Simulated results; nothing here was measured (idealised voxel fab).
Title: Process Module voxel tone inversion
This is section cut - it's 240 nm across, gridded in 5 nm square cells.
A cross-section is a grid of square cells, given in bands from the top down. A band is one or more rows of cells.
The band entry comprises the height of the band's top followed by the height of its bottom, expressed in nm, and subsequently the band's materials from left to right, each stated together with its width in nm. Where a single material is marked with the word "everywhere", that material fills the band from edge to edge. The word "air" represents empty space.
The reference from which all heights are counted is 0, the level beneath which the as-received wafer is entirely one material; the lowest band, having no lower bound, proceeds downward and is written after the example "0 nm and below".
Top row gets the first number, bottom row gets the second, and each row in between changes by the same step: that is how a band width like "30->40" works.
"everything unchanged" -> step changed no cross-section cell.
"Trapped voids" means: voids of 8 cells or more that are shut off from the top with no open way through. Written width x height at distance, distance from the left edge, in nm.
If you see something after the settings on a step's line, that's the simulator's own remark about that step.
You can add "overlay nm" to a step's line. For a step with a mask, it describes how far the mask lay to the right of its planned position, and a negative number describes a lay to the left.
plan
1) op RECEIVE | material Si
2) op CONFORMAL_DEP | material SiN | thk nm 5
3) op DIRECTIONAL_DEP | material aC | thk nm 20
4) op PATTERN | tone cover | mask id POSTS | material resist | width nm 15 | pitch nm 45 | thk nm 30 | overlay nm 0
5) op DIRECTIONAL_ETCH | etch materials aC | depth nm 20
6) op STRIP | etch materials resist
7) op FILL_DEP | material SiO2 | thk nm 5
8) op CMP | height nm 25
9) op STRIP | etch materials aC
10) op CONFORMAL_DEP | material TiN | thk nm 5
11) op FILL_DEP | material Ru | thk nm 5
12) op CMP | height nm 25
13) op CONFORMAL_DEP | material SiN | thk nm 5
On the first of the two wafers: run conducted according to plan
Shown in cross-section is the wafer as received, that is, as it stands after step 1
	0 nm and below: Si everywhere
	Trapped voids: none
Cross-section: wafer state after step 2
	5 nm to 0 nm: SiN everywhere
	below 0: unchanged
Cross-section: wafer state after step 3
	25 nm to 5 nm: aC everywhere
	below 5: unchanged
Cross-section: wafer state after step 4
	55 nm to 25 nm: 45 nm air, then 15 nm resist, then 30 nm air, then 15 nm resist, then 30 nm air, then 15 nm resist, then 30 nm air, then 15 nm resist, then 45 nm air
	below 25: unchanged
Cross-section: wafer state after step 5
	35 nm to 25 nm: 45 nm air, then 15 nm resist, then 30 nm air, then 15 nm resist, then 30 nm air, then 15 nm resist, then 30 nm air, then 15 nm resist, then 45 nm air
	25 nm to 5 nm: 45 nm air, then 15 nm aC, then 30 nm air, then 15 nm aC, then 30 nm air, then 15 nm aC, then 30 nm air, then 15 nm aC, then 45 nm air
	below 5: unchanged
Cross-section: wafer state after step 6
	25 nm to 5 nm: 45 nm air, then 15 nm aC, then 30 nm air, then 15 nm aC, then 30 nm air, then 15 nm aC, then 30 nm air, then 15 nm aC, then 45 nm air
	below 5: unchanged
Cross-section: wafer state after step 7
	30 nm to 25 nm: SiO2 everywhere
	25 nm to 5 nm: 45 nm SiO2, then 15 nm aC, then 30 nm SiO2, then 15 nm aC, then 30 nm SiO2, then 15 nm aC, then 30 nm SiO2, then 15 nm aC, then 45 nm SiO2
	below 5: unchanged
Cross-section: wafer state after step 8
	25 nm to 5 nm: 45 nm SiO2, then 15 nm aC, then 30 nm SiO2, then 15 nm aC, then 30 nm SiO2, then 15 nm aC, then 30 nm SiO2, then 15 nm aC, then 45 nm SiO2
	below 5: unchanged
Cross-section: wafer state after step 9
	25 nm to 5 nm: 45 nm SiO2, then 15 nm air, then 30 nm SiO2, then 15 nm air, then 30 nm SiO2, then 15 nm air, then 30 nm SiO2, then 15 nm air, then 45 nm SiO2
	below 5: unchanged
Cross-section: wafer state after step 10
	30 nm to 25 nm: 50 nm TiN, then 5 nm air, then 40 nm TiN, then 5 nm air, then 40 nm TiN, then 5 nm air, then 40 nm TiN, then 5 nm air, then 50 nm TiN
	25 nm to 10 nm: 45 nm SiO2, then 5 nm TiN, then 5 nm air, then 5 nm TiN, then 30 nm SiO2, then 5 nm TiN, then 5 nm air, then 5 nm TiN, then 30 nm SiO2, then 5 nm TiN, then 5 nm air, then 5 nm TiN, then 30 nm SiO2, then 5 nm TiN, then 5 nm air, then 5 nm TiN, then 45 nm SiO2
	10 nm to 5 nm: 45 nm SiO2, then 15 nm TiN, then 30 nm SiO2, then 15 nm TiN, then 30 nm SiO2, then 15 nm TiN, then 30 nm SiO2, then 15 nm TiN, then 45 nm SiO2
	below 5: unchanged
Cross-section: wafer state after step 11
	35 nm to 30 nm: Ru everywhere
	30 nm to 25 nm: 50 nm TiN, then 5 nm Ru, then 40 nm TiN, then 5 nm Ru, then 40 nm TiN, then 5 nm Ru, then 40 nm TiN, then 5 nm Ru, then 50 nm TiN
	25 nm to 10 nm: 45 nm SiO2, then 5 nm TiN, then 5 nm Ru, then 5 nm TiN, then 30 nm SiO2, then 5 nm TiN, then 5 nm Ru, then 5 nm TiN, then 30 nm SiO2, then 5 nm TiN, then 5 nm Ru, then 5 nm TiN, then 30 nm SiO2, then 5 nm TiN, then 5 nm Ru, then 5 nm TiN, then 45 nm SiO2
	below 10: unchanged
Cross-section: wafer state after step 12
	25 nm to 10 nm: 45 nm SiO2, then 5 nm TiN, then 5 nm Ru, then 5 nm TiN, then 30 nm SiO2, then 5 nm TiN, then 5 nm Ru, then 5 nm TiN, then 30 nm SiO2, then 5 nm TiN, then 5 nm Ru, then 5 nm TiN, then 30 nm SiO2, then 5 nm TiN, then 5 nm Ru, then 5 nm TiN, then 45 nm SiO2
	below 10: unchanged
Cross-section: wafer state after step 13
	30 nm to 25 nm: SiN everywhere
	below 25: unchanged
Second of two: same start, same plan, one run error; steps up to and including 5 match the first
Second wafer: cross-section at the scheduled end of step 6
	25 nm to 5 nm: 45 nm air, then 15 nm aC, then 30 nm air, then 15 nm aC, then 30 nm air, then 15 nm aC, then 30 nm air, then 15 nm aC, then 45 nm air
	below 5: unchanged
Second wafer: cross-section at the scheduled end of step 7
	30 nm to 25 nm: SiO2 everywhere
	25 nm to 5 nm: 45 nm SiO2, then 15 nm aC, then 30 nm SiO2, then 15 nm aC, then 30 nm SiO2, then 15 nm aC, then 30 nm SiO2, then 15 nm aC, then 45 nm SiO2
	below 5: unchanged
Second wafer: cross-section at the scheduled end of step 8
	25 nm to 5 nm: 45 nm SiO2, then 15 nm aC, then 30 nm SiO2, then 15 nm aC, then 30 nm SiO2, then 15 nm aC, then 30 nm SiO2, then 15 nm aC, then 45 nm SiO2
	below 5: unchanged
Second wafer: cross-section at the scheduled end of step 9
	25 nm to 5 nm: 45 nm SiO2, then 15 nm air, then 30 nm SiO2, then 15 nm air, then 30 nm SiO2, then 15 nm air, then 30 nm SiO2, then 15 nm air, then 45 nm SiO2
	below 5: unchanged
Second wafer: cross-section at the scheduled end of step 10
	30 nm to 25 nm: 50 nm TiN, then 5 nm air, then 40 nm TiN, then 5 nm air, then 40 nm TiN, then 5 nm air, then 40 nm TiN, then 5 nm air, then 50 nm TiN
	25 nm to 10 nm: 45 nm SiO2, then 5 nm TiN, then 5 nm air, then 5 nm TiN, then 30 nm SiO2, then 5 nm TiN, then 5 nm air, then 5 nm TiN, then 30 nm SiO2, then 5 nm TiN, then 5 nm air, then 5 nm TiN, then 30 nm SiO2, then 5 nm TiN, then 5 nm air, then 5 nm TiN, then 45 nm SiO2
	10 nm to 5 nm: 45 nm SiO2, then 15 nm TiN, then 30 nm SiO2, then 15 nm TiN, then 30 nm SiO2, then 15 nm TiN, then 30 nm SiO2, then 15 nm TiN, then 45 nm SiO2
	below 5: unchanged
Second wafer: cross-section at the scheduled end of step 11
	35 nm to 30 nm: Ru everywhere
	30 nm to 25 nm: 50 nm TiN, then 5 nm Ru, then 40 nm TiN, then 5 nm Ru, then 40 nm TiN, then 5 nm Ru, then 40 nm TiN, then 5 nm Ru, then 50 nm TiN
	25 nm to 10 nm: 45 nm SiO2, then 5 nm TiN, then 5 nm Ru, then 5 nm TiN, then 30 nm SiO2, then 5 nm TiN, then 5 nm Ru, then 5 nm TiN, then 30 nm SiO2, then 5 nm TiN, then 5 nm Ru, then 5 nm TiN, then 30 nm SiO2, then 5 nm TiN, then 5 nm Ru, then 5 nm TiN, then 45 nm SiO2
	below 10: unchanged
Second wafer: cross-section at the scheduled end of step 12
	25 nm to 10 nm: 45 nm SiO2, then 5 nm TiN, then 5 nm Ru, then 5 nm TiN, then 30 nm SiO2, then 5 nm TiN, then 5 nm Ru, then 5 nm TiN, then 30 nm SiO2, then 5 nm TiN, then 5 nm Ru, then 5 nm TiN, then 30 nm SiO2, then 5 nm TiN, then 5 nm Ru, then 5 nm TiN, then 45 nm SiO2
	below 10: unchanged
Second wafer: cross-section at the scheduled end of step 13
	30 nm to 25 nm: SiN everywhere
	below 25: unchanged
Deviation noted in wafer processing: the plan's step 6 ran twice
Since the two wafers finish with cross-sections that are the same, nothing this model computes is changed by the mistake.
